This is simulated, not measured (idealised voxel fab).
The process module presented herein is designated voxel double patterning.
The cross-section on display is named cut; it measures 175 nm wide, and its cells are 5 nm squares.
When this document writes out a cross-section, it uses a grid of square cells and lists it as bands, beginning at the top and moving down, with a band standing for one or more rows of cells. Within each band entry, the heights of the top and of the bottom of the band appear first, in that order and in nm; the materials of the band then follow from left to right, each with its corresponding width in nm. The designation "edge to edge" on a single material indicates that it fills the band from edge to edge; the designation "blank" indicates empty space. Counting heights begins at 0, where everything beneath is, in the wafer as received, one material. The lowest band has no bottom; it goes on downwards, as "0 nm and below" shows. The width entry "30->40" should be interpreted row by row: the top row of cells in the band takes the first number, the bottom row takes the second number, and the change between adjacent rows is uniform throughout. What does "left unchanged" mean for a step? It means no cell of the cross-section changed in that step. If an empty space has no open way to the top and is at least 8 cells in size, "Closed void inventory" lists it, written width x height at distance, where distance is measured from the left edge and every value is in nm. It should be noted that, on the line of a given step, the content following the step's settings is a remark produced by the simulator itself with respect to that step. overlay nm: mask offset rightward from planned place, masked step; negative means leftward offset.

The following list gives the planned process steps:
step 1: RECEIVE with material Si
step 2: CONFORMAL_DEP with material SiN, thk nm 5
step 3: DIRECTIONAL_DEP with material SiO2, thk nm 20
step 4: DIRECTIONAL_DEP with material SiCN, thk nm 5
step 5: DIRECTIONAL_DEP with material aC, thk nm 15
step 6: PATTERN with tone open, mask id FIRST, material resist, width nm 15, pitch nm 50, thk nm 30, overlay nm 0
step 7: DIRECTIONAL_ETCH with etch materials aC, depth nm 15
step 8: STRIP with etch materials resist
step 9: DIRECTIONAL_ETCH with etch materials SiCN, depth nm 5
step 10: STRIP with etch materials aC
step 11: DIRECTIONAL_DEP with material aC, thk nm 10
step 12: PATTERN with tone open, mask id SECOND, material resist, width nm 15, thk nm 30, overlay nm 0
step 13: DIRECTIONAL_ETCH with etch materials aC, depth nm 10
step 14: STRIP with etch materials resist
step 15: DIRECTIONAL_ETCH with etch materials SiCN, depth nm 5
step 16: STRIP with etch materials aC
step 17: DIRECTIONAL_ETCH with etch materials SiO2, depth nm 20
step 18: STRIP with etch materials SiCN

First of two wafers, processed according to plan:

Cross-section of the wafer as it came to us, i.e., already through step 1:
    0 nm and below = Si edge to edge
    Closed void inventory: none

Cross-section through the wafer, step 2 finished:
    5 nm to 0 nm = SiN edge to edge
    No changes below 0.

Cross-section through the wafer, step 3 finished:
    25 nm to 5 nm = SiO2 edge to edge
    No changes below 5.

Cross-section through the wafer, step 4 finished:
    30 nm to 25 nm = SiCN edge to edge
    No changes below 25.

Cross-section through the wafer, step 5 finished:
    45 nm to 30 nm = aC edge to edge
    No changes below 30.

Cross-section through the wafer, step 6 finished:
    75 nm to 45 nm = 55 of resist, 15 of blank, 35 of resist, 15 of blank, 55 of resist
    No changes below 45.

Cross-section through the wafer, step 7 finished:
    60 nm to 45 nm = 55 of resist, 15 of blank, 35 of resist, 15 of blank, 55 of resist
    45 nm to 30 nm = 55 of aC, 15 of blank, 35 of aC, 15 of blank, 55 of aC
    No changes below 30.

Cross-section through the wafer, step 8 finished:
    45 nm to 30 nm = 55 of aC, 15 of blank, 35 of aC, 15 of blank, 55 of aC
    No changes below 30.

Cross-section through the wafer, step 9 finished:
    45 nm to 30 nm = 55 of aC, 15 of blank, 35 of aC, 15 of blank, 55 of aC
    30 nm to 25 nm = 55 of SiCN, 15 of blank, 35 of SiCN, 15 of blank, 55 of SiCN
    No changes below 25.

Cross-section through the wafer, step 10 finished:
    30 nm to 25 nm = 55 of SiCN, 15 of blank, 35 of SiCN, 15 of blank, 55 of SiCN
    No changes below 25.

Cross-section through the wafer, step 11 finished:
    40 nm to 35 nm = 55 of aC, 15 of blank, 35 of aC, 15 of blank, 55 of aC
    35 nm to 30 nm = aC edge to edge
    30 nm to 25 nm = 55 of SiCN, 15 of aC, 35 of SiCN, 15 of aC, 55 of SiCN
    No changes below 25.

Cross-section through the wafer, step 12 finished:
    70 nm to 40 nm = 80 of resist, 15 of blank, 80 of resist
    40 nm to 35 nm = 55 of aC, 15 of resist, 35 of aC, 15 of resist, 55 of aC
    No changes below 35.

Cross-section through the wafer, step 13 finished:
    60 nm to 40 nm = 80 of resist, 15 of blank, 80 of resist
    40 nm to 35 nm = 55 of aC, 15 of resist, 10 of aC, 15 of blank, 10 of aC, 15 of resist, 55 of aC
    35 nm to 30 nm = 80 of aC, 15 of blank, 80 of aC
    No changes below 30.

Cross-section through the wafer, step 14 finished:
    40 nm to 35 nm = 55 of aC, 15 of blank, 10 of aC, 15 of blank, 10 of aC, 15 of blank, 55 of aC
    No changes below 35.

Cross-section through the wafer, step 15 finished:
    40 nm to 35 nm = 55 of aC, 15 of blank, 10 of aC, 15 of blank, 10 of aC, 15 of blank, 55 of aC
    35 nm to 30 nm = 80 of aC, 15 of blank, 80 of aC
    30 nm to 25 nm = 55 of SiCN, 15 of aC, 10 of SiCN, 15 of blank, 10 of SiCN, 15 of aC, 55 of SiCN
    No changes below 25.

Cross-section through the wafer, step 16 finished:
    30 nm to 25 nm = 55 of SiCN, 15 of blank, 10 of SiCN, 15 of blank, 10 of SiCN, 15 of blank, 55 of SiCN
    No changes below 25.

Cross-section through the wafer, step 17 finished:
    30 nm to 25 nm = 55 of SiCN, 15 of blank, 10 of SiCN, 15 of blank, 10 of SiCN, 15 of blank, 55 of SiCN
    25 nm to 5 nm = 55 of SiO2, 15 of blank, 10 of SiO2, 15 of blank, 10 of SiO2, 15 of blank, 55 of SiO2
    No changes below 5.

Cross-section through the wafer, step 18 finished:
    25 nm to 5 nm = 55 of SiO2, 15 of blank, 10 of SiO2, 15 of blank, 10 of SiO2, 15 of blank, 55 of SiO2
    No changes below 5.

Wafer two: like wafer one in start and plan, but with one mistake in execution; identical up to and including step 5:

Look at the second wafer in cross-section at the time step 6 ought to have finished:
    75 nm to 45 nm = 55 of resist, 20 of blank, 30 of resist, 20 of blank, 50 of resist
    No changes below 45.

Look at the second wafer in cross-section at the time step 7 ought to have finished:
    60 nm to 45 nm = 55 of resist, 20 of blank, 30 of resist, 20 of blank, 50 of resist
    45 nm to 30 nm = 55 of aC, 20 of blank, 30 of aC, 20 of blank, 50 of aC
    No changes below 30.

Look at the second wafer in cross-section at the time step 8 ought to have finished:
    45 nm to 30 nm = 55 of aC, 20 of blank, 30 of aC, 20 of blank, 50 of aC
    No changes below 30.

Look at the second wafer in cross-section at the time step 9 ought to have finished:
    45 nm to 30 nm = 55 of aC, 20 of blank, 30 of aC, 20 of blank, 50 of aC
    30 nm to 25 nm = 55 of SiCN, 20 of blank, 30 of SiCN, 20 of blank, 50 of SiCN
    No changes below 25.

Look at the second wafer in cross-section at the time step 10 ought to have finished:
    30 nm to 25 nm = 55 of SiCN, 20 of blank, 30 of SiCN, 20 of blank, 50 of SiCN
    No changes below 25.

Look at the second wafer in cross-section at the time step 11 ought to have finished:
    40 nm to 35 nm = 55 of aC, 20 of blank, 30 of aC, 20 of blank, 50 of aC
    35 nm to 30 nm = aC edge to edge
    30 nm to 25 nm = 55 of SiCN, 20 of aC, 30 of SiCN, 20 of aC, 50 of SiCN
    No changes below 25.

Look at the second wafer in cross-section at the time step 12 ought to have finished:
    70 nm to 40 nm = 80 of resist, 15 of blank, 80 of resist
    40 nm to 35 nm = 55 of aC, 20 of resist, 30 of aC, 20 of resist, 50 of aC
    No changes below 35.

Look at the second wafer in cross-section at the time step 13 ought to have finished:
    60 nm to 40 nm = 80 of resist, 15 of blank, 80 of resist
    40 nm to 35 nm = 55 of aC, 20 of resist, 5 of aC, 15 of blank, 10 of aC, 20 of resist, 50 of aC
    35 nm to 30 nm = 80 of aC, 15 of blank, 80 of aC
    No changes below 30.

Look at the second wafer in cross-section at the time step 14 ought to have finished:
    40 nm to 35 nm = 55 of aC, 20 of blank, 5 of aC, 15 of blank, 10 of aC, 20 of blank, 50 of aC
    No changes below 35.

Look at the second wafer in cross-section at the time step 15 ought to have finished:
    40 nm to 35 nm = 55 of aC, 20 of blank, 5 of aC, 15 of blank, 10 of aC, 20 of blank, 50 of aC
    35 nm to 30 nm = 80 of aC, 15 of blank, 80 of aC
    30 nm to 25 nm = 55 of SiCN, 20 of aC, 5 of SiCN, 15 of blank, 10 of SiCN, 20 of aC, 50 of SiCN
    No changes below 25.

Look at the second wafer in cross-section at the time step 16 ought to have finished:
    30 nm to 25 nm = 55 of SiCN, 20 of blank, 5 of SiCN, 15 of blank, 10 of SiCN, 20 of blank, 50 of SiCN
    No changes below 25.

Look at the second wafer in cross-section at the time step 17 ought to have finished:
    30 nm to 25 nm = 55 of SiCN, 20 of blank, 5 of SiCN, 15 of blank, 10 of SiCN, 20 of blank, 50 of SiCN
    25 nm to 5 nm = 55 of SiO2, 20 of blank, 5 of SiO2, 15 of blank, 10 of SiO2, 20 of blank, 50 of SiO2
    No changes below 5.

Look at the second wafer in cross-section at the time step 18 ought to have finished:
    25 nm to 5 nm = 55 of SiO2, 20 of blank, 5 of SiO2, 15 of blank, 10 of SiO2, 20 of blank, 50 of SiO2
    No changes below 5.
Run error: step 6 deviated from plan and actually ran as PATTERN with tone open, mask id FIRST, material resist, width nm 20, pitch nm 50, thk nm 30, overlay nm 0
The second wafer ends with more or fewer cells of some materials than the first, per final count: 8 fewer of SiO2
